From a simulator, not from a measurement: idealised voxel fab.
process module | voxel wiring stack
cross-section cut | 165 nm wide | cells 5 nm
A cross-section is a grid of square cells, given in bands from the top down. A band is one or more rows of cells.
Each band's line starts with the height of the band's top and of its bottom, in nm. Then come its materials from left to right, each with its width in nm. One material with "throughout" fills the band from edge to edge. "air" is empty space.
Height 0 is the level under which the wafer as received is all one material. The lowest band goes on downwards, as in "0 down".
A width such as "30 to 40" changes by the same amount from each row of cells to the next, from the band's top row to its bottom row.
"no change" after a step means that no cell of the cross-section changed.
closed voids: empty space of 8 cells or more with no open way to the top, each as width x height at its distance from the left edge, in nm
after a step's settings: what the simulator itself notes on the step
overlay nm, on a step with a mask: how far to the right of its planned place the mask lay; to the left if negative
plan
1 op RECEIVE | material Si
2 op CONFORMAL_DEP | material SiO2 | thk nm 10
3 op DIRECTIONAL_DEP | material TiN | thk nm 5
4 op DIRECTIONAL_DEP | material Ru | thk nm 25
5 op DIRECTIONAL_DEP | material aC | thk nm 15
6 op PATTERN | tone cover | mask id METAL_1 | material resist | width nm 25 | pitch nm 45 | thk nm 35 | overlay nm 0
7 op DIRECTIONAL_ETCH | etch materials aC | depth nm 15
8 op STRIP | etch materials resist
9 op DIRECTIONAL_ETCH | etch materials Ru | depth nm 25
10 op DIRECTIONAL_ETCH | etch materials TiN | depth nm 5
11 op STRIP | etch materials aC
12 op FILL_DEP | material SiO2 | thk nm 5
13 op CMP | height nm 40
14 op CONFORMAL_DEP | material SiCN | thk nm 5
15 op DIRECTIONAL_DEP | material SiO2 | thk nm 15
16 op DIRECTIONAL_DEP | material aC | thk nm 10
17 op PATTERN | tone open | mask id PLUG_1 | material resist | width nm 15 | thk nm 30 | overlay nm 0
18 op DIRECTIONAL_ETCH | etch materials aC | depth nm 10
19 op STRIP | etch materials resist
20 op DIRECTIONAL_ETCH | etch materials SiO2 | depth nm 15
21 op DIRECTIONAL_ETCH | etch materials SiCN | depth nm 5
22 op STRIP | etch materials aC
23 op CONFORMAL_DEP | material TiN | thk nm 5
24 op FILL_DEP | material W | thk nm 10
25 op CMP | height nm 60
26 op DIRECTIONAL_DEP | material TiN | thk nm 5
27 op DIRECTIONAL_DEP | material W | thk nm 20
28 op DIRECTIONAL_DEP | material aC | thk nm 10
29 op PATTERN | tone cover | mask id METAL_2 | material resist | width nm 25 | pitch nm 45 | thk nm 30 | overlay nm 0
30 op DIRECTIONAL_ETCH | etch materials aC | depth nm 10
31 op STRIP | etch materials resist
32 op DIRECTIONAL_ETCH | etch materials W | depth nm 20
33 op DIRECTIONAL_ETCH | etch materials TiN | depth nm 5
34 op STRIP | etch materials aC
35 op CONFORMAL_DEP | material SiCN | thk nm 5
36 op FILL_DEP | material SiO2 | thk nm 5
37 op CMP | height nm 85
38 op CONFORMAL_DEP | material SiCN | thk nm 5
as received, after step 1
  0 down: Si throughout
  closed voids: none
first wafer at the end, as planned
  90 to 85: SiCN throughout
  85 to 65: SiO2 40 | SiCN 5 | W 25 | SiCN 5 | SiO2 10 | SiCN 5 | W 25 | SiCN 5 | SiO2 45
  65 to 60: SiCN 45 | TiN 25 | SiCN 20 | TiN 25 | SiCN 50
  60 to 45: SiO2 45 | TiN 5 | W 5 | TiN 5 | SiO2 105
  45 to 40: SiCN 45 | TiN 15 | SiCN 105
  40 to 15: SiO2 45 | Ru 25 | SiO2 20 | Ru 25 | SiO2 50
  15 to 10: SiO2 45 | TiN 25 | SiO2 20 | TiN 25 | SiO2 50
  10 to 0: SiO2 throughout
  0 down: Si throughout
  closed voids: none
second wafer at the end: like start, like plan, one mistake
  90 to 85: SiCN throughout
  85 to 65: SiO2 40 | SiCN 5 | W 25 | SiCN 5 | SiO2 10 | SiCN 5 | W 25 | SiCN 5 | SiO2 45
  65 to 60: SiCN 45 | TiN 25 | SiCN 20 | TiN 25 | SiCN 50
  60 to 50: SiO2 45 | TiN 5 | W 5 | TiN 5 | SiO2 105
  50 to 45: SiO2 45 | TiN 15 | SiO2 105
  45 to 40: TiN throughout
  40 to 15: SiO2 45 | Ru 25 | SiO2 20 | Ru 25 | SiO2 50
  15 to 10: SiO2 45 | TiN 25 | SiO2 20 | TiN 25 | SiO2 50
  10 to 0: SiO2 throughout
  0 down: Si throughout
  closed voids: none
what went wrong: step 14 ran as: op CONFORMAL_DEP | material TiN | thk nm 5
at the end the second wafer has, in cells: 30 fewer of SiCN | 31 more of TiN | 1 fewer of W
